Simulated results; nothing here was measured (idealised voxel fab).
The process module presented herein is designated voxel gate over fins.
Pictured: cross-section cut, 165 nm wide, on a grid of 5 nm square cells.
We lay out every cross-section as a grid of square cells and spell it out in bands from the top down, where one band means one or more rows of cells. What a band's entry tells you: where the top is and where the bottom is, as heights in nm, and after that what lies inside, material by material from left to right, each with its width in nm. Empty space is written as the word "blank", and a single material marked with the word "all across" occupies the band from edge to edge. Heights are expressed relative to 0, this being the level below which the as-received wafer comprises one material exclusively. The lowest band is unbounded in the downward direction and is denoted as in "z 0 and below". The width entry "30..40" should be interpreted row by row: the top row of cells in the band takes the first number, the bottom row takes the second number, and the change between adjacent rows is uniform throughout. No cell of the cross-section changed in a step that is given as "stayed the same". If an empty space has no open way to the top and is at least 8 cells in size, "Enclosed voids" lists it, written width x height at distance, where distance is measured from the left edge and every value is in nm. Post-settings text on a step line: simulator's own remark regarding the step. "overlay nm" on a masked step: distance the mask lay right of its planned place, negative for left.
The steps planned for the process are as follows
1: RECEIVE,material Si
2: CONFORMAL_DEP,material SiN,thk nm 5
3: MASKED_ETCH,tone cover,mask id FINS,width nm 15,pitch nm 40,etch materials SiN,depth nm 5,overlay nm 0
4: MASKED_ETCH,tone cover,mask id FINS,width nm 15,pitch nm 40,etch materials Si,depth nm 30,overlay nm 0
5: OXIDIZE,depth nm 5
6: FILL_DEP,material SiO2,thk nm 10
7: CMP,height nm 5
8: SELECTIVE_ETCH,etch materials SiO2,depth nm 15
9: STRIP,etch materials SiN
10: CONFORMAL_DEP,material HfO2,thk nm 5
11: CONFORMAL_DEP,material TiN,thk nm 5
12: CONFORMAL_DEP,material TiAl,thk nm 5
13: CONFORMAL_DEP,material TiN,thk nm 5
14: FILL_DEP,material W,thk nm 10
15: CMP,height nm 25
16: CONFORMAL_DEP,material SiN,thk nm 10
Cross-section, incoming material, after step 1
> z 0 and below: Si all across
> Enclosed voids: none
Module complete, cross-section. Starting point and plan per above. One mistake made in running the module
> z 35 to 25: SiN all across
> z 25 to 20: W all across
> z 20 to 15: 20 W, 125 TiAl, 20 W
> z 15 to 10: 20 W, 5 TiAl, 35 TiN, 5 TiAl, 35 TiN, 5 TiAl, 35 TiN, 5 TiAl, 20 W
> z 10 to 5: 25 TiAl, 35 TiN, 5 TiAl, 35 TiN, 5 TiAl, 35 TiN, 25 TiAl
> z 5 to 0: 35 TiN, 15 HfO2, 25 TiN, 15 HfO2, 25 TiN, 15 HfO2, 35 TiN
> z 0 to -5: 35 TiN, 5 HfO2, 5 Si, 5 HfO2, 25 TiN, 5 HfO2, 5 Si, 5 HfO2, 25 TiN, 5 HfO2, 5 Si, 5 HfO2, 35 TiN
> z -5 to -10: 40 HfO2, 5 Si, 35 HfO2, 5 Si, 35 HfO2, 5 Si, 40 HfO2
> z -10 to -35: 40 SiO2, 5 Si, 35 SiO2, 5 Si, 35 SiO2, 5 Si, 40 SiO2
> z -35 and below: Si all across
> Enclosed voids: none
What broke from the plan during processing? plan steps 12 and 13 run swapped
